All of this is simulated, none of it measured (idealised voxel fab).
Name of the process module below: voxel spacer lines
It is cross-section cut that appears here, measuring 280 nm in width, its square cells being 5 nm in size.
Cross-section = grid of square cells, listed top down in bands; band = one or more rows. For a band, the entry starts with two heights in nm, that of the top and then that of the bottom, and carries on with the band's materials in order from left to right, each alongside its width in nm; the word "throughout" beside a single material means it fills the band edge to edge, and "empty" means empty space. Heights are measured from 0, the level below which the as-received wafer is all one material; the lowest band has no bottom and continues downward, written as in "z 0 and below". Top row gets the first number, bottom row gets the second, and each row in between changes by the same step: that is how a band width like "30->40" works. "no change" means the step left every cell of the cross-section as it was. Empty spaces counting at least 8 cells and having no open way to the top are listed in "Encapsulated voids". The notation width x height at distance is used for each, the distance being from the left edge and all three values in nm. Heads up: the bit after the settings on a step's line is the simulator's remark on that step. A step's line can hold "overlay nm"; with a mask on that step, the setting says how far right of the planned place the mask lay, while a negative setting says it lay to the left.

Process steps - plan
step 1: op RECEIVE | material Si
step 2: op CONFORMAL_DEP | material Al2O3 | thk nm 5
step 3: op DIRECTIONAL_DEP | material polySi | thk nm 10
step 4: op DIRECTIONAL_DEP | material aC | thk nm 20
step 5: op PATTERN | tone cover | mask id MANDREL | material resist | width nm 15 | pitch nm 60 | thk nm 30 | overlay nm -15
step 6: op DIRECTIONAL_ETCH | etch materials aC | depth nm 20
step 7: op STRIP | etch materials resist
step 8: op CONFORMAL_DEP | material SiO2 | thk nm 15
step 9: op DIRECTIONAL_ETCH | etch materials SiO2 | depth nm 15
step 10: op STRIP | etch materials aC
step 11: op DIRECTIONAL_ETCH | etch materials polySi | depth nm 10
step 12: op STRIP | etch materials SiO2
The wafers in this document start out alike and differ in the overlay nm applied at step 5; the plan shows the value used for the first wafer.

First of several wafers (as received, post step 1), cross-sectional view
* z 0 and below = Si throughout
* Encapsulated voids: none

The cross-section of the first of several wafers is given below for the end of the module, after its final step, step 12
* z 15 to 5 = 40 of empty, 15 of polySi, 15 of empty, 15 of polySi, 15 of empty, 15 of polySi, 15 of empty, 15 of polySi, 15 of empty, 15 of polySi, 15 of empty, 15 of polySi, 75 of empty
* z 5 to 0 = Al2O3 throughout
* z 0 and below = Si throughout
* Encapsulated voids: none

The module's end: a cross-section of the last wafer
* z 15 to 5 = 70 of empty, 15 of polySi, 15 of empty, 15 of polySi, 15 of empty, 15 of polySi, 15 of empty, 15 of polySi, 15 of empty, 15 of polySi, 15 of empty, 15 of polySi, 45 of empty
* z 5 to 0 = Al2O3 throughout
* z 0 and below = Si throughout
* Encapsulated voids: none

Gained (+) or lost (-) cells of each material since receipt, then closed voids: one row per wafer, at the end of the module
overlay nm -15, +56 Al2O3, +36 polySi, Encapsulated voids: none
overlay nm -10, +56 Al2O3, +36 polySi, Encapsulated voids: none
overlay nm -5, +56 Al2O3, +36 polySi, Encapsulated voids: none
overlay nm 0, +56 Al2O3, +36 polySi, Encapsulated voids: none
overlay nm 5, +56 Al2O3, +36 polySi, Encapsulated voids: none
overlay nm 10, +56 Al2O3, +36 polySi, Encapsulated voids: none
overlay nm 15, +56 Al2O3, +36 polySi, Encapsulated voids: none
